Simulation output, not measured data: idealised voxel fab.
process module | voxel ribs on slabs
cross-section cut | 270 nm wide | cells 5 nm
A cross-section is a grid of square cells, given in bands from the top down. A band is one or more rows of cells.
Each band's line starts with the height of the band's top and of its bottom, in nm. Then come its materials from left to right, each with its width in nm. One material with "throughout" fills the band from edge to edge. "air" is empty space.
Height 0 is the level under which the wafer as received is all one material. The lowest band goes on downwards, as in "0 down".
A width such as "30 to 40" changes by the same amount from each row of cells to the next, from the band's top row to its bottom row.
"no change" after a step means that no cell of the cross-section changed.
closed voids: empty space of 8 cells or more with no open way to the top, each as width x height at its distance from the left edge, in nm
after a step's settings: what the simulator itself notes on the step
overlay nm, on a step with a mask: how far to the right of its planned place the mask lay; to the left if negative
plan
1 op RECEIVE | material Si
2 op DIRECTIONAL_DEP | material SiO2 | thk nm 20
3 op DIRECTIONAL_DEP | material polySi | thk nm 20
4 op DIRECTIONAL_DEP | material aC | thk nm 10
5 op PATTERN | tone cover | mask id RIB | material resist | width nm 20 | thk nm 30 | overlay nm 0
6 op DIRECTIONAL_ETCH | etch materials aC | depth nm 10
7 op STRIP | etch materials resist
8 op DIRECTIONAL_ETCH | etch materials polySi | depth nm 15
9 op STRIP | etch materials aC
10 op PATTERN | tone cover | mask id SLAB | material resist | width nm 60 | thk nm 15 | overlay nm -15
11 op DIRECTIONAL_ETCH | etch materials polySi | depth nm 5
12 op STRIP | etch materials resist
13 op FILL_DEP | material SiO2 | thk nm 25
14 op CMP | height nm 55
15 op DIRECTIONAL_DEP | material W | thk nm 5
16 op PATTERN | tone cover | mask id HEATER | material resist | width nm 30 | thk nm 20 | overlay nm 0
17 op DIRECTIONAL_ETCH | etch materials W | depth nm 5
18 op STRIP | etch materials resist
19 op CONFORMAL_DEP | material SiN | thk nm 5
varied across the wafers: overlay nm of step 10. The plan shows the first wafer's value. All wafers start alike
first wafer as received, after step 1
  0 down: Si throughout
  closed voids: none
first wafer at the end, after step 19
  65 to 60: air 115 | SiN 40 | air 115
  60 to 55: SiN 120 | W 30 | SiN 120
  55 to 40: SiO2 throughout
  40 to 25: SiO2 125 | polySi 20 | SiO2 125
  25 to 20: SiO2 90 | polySi 60 | SiO2 120
  20 to 0: SiO2 throughout
  0 down: Si throughout
  closed voids: none
last wafer at the end
  65 to 60: air 115 | SiN 40 | air 115
  60 to 55: SiN 120 | W 30 | SiN 120
  55 to 40: SiO2 throughout
  40 to 25: SiO2 125 | polySi 20 | SiO2 125
  25 to 20: SiO2 120 | polySi 60 | SiO2 90
  20 to 0: SiO2 throughout
  0 down: Si throughout
  closed voids: none
each wafer at the end: cells of each material gained (+) or lost (-) since it was received, then its closed voids
overlay nm -15 | +56 SiN | +570 SiO2 | +6 W | +24 polySi | closed voids: none
overlay nm -10 | +56 SiN | +570 SiO2 | +6 W | +24 polySi | closed voids: none
overlay nm -5 | +56 SiN | +570 SiO2 | +6 W | +24 polySi | closed voids: none
overlay nm 0 | +56 SiN | +570 SiO2 | +6 W | +24 polySi | closed voids: none
overlay nm 5 | +56 SiN | +570 SiO2 | +6 W | +24 polySi | closed voids: none
overlay nm 10 | +56 SiN | +570 SiO2 | +6 W | +24 polySi | closed voids: none
overlay nm 15 | +56 SiN | +570 SiO2 | +6 W | +24 polySi | closed voids: none
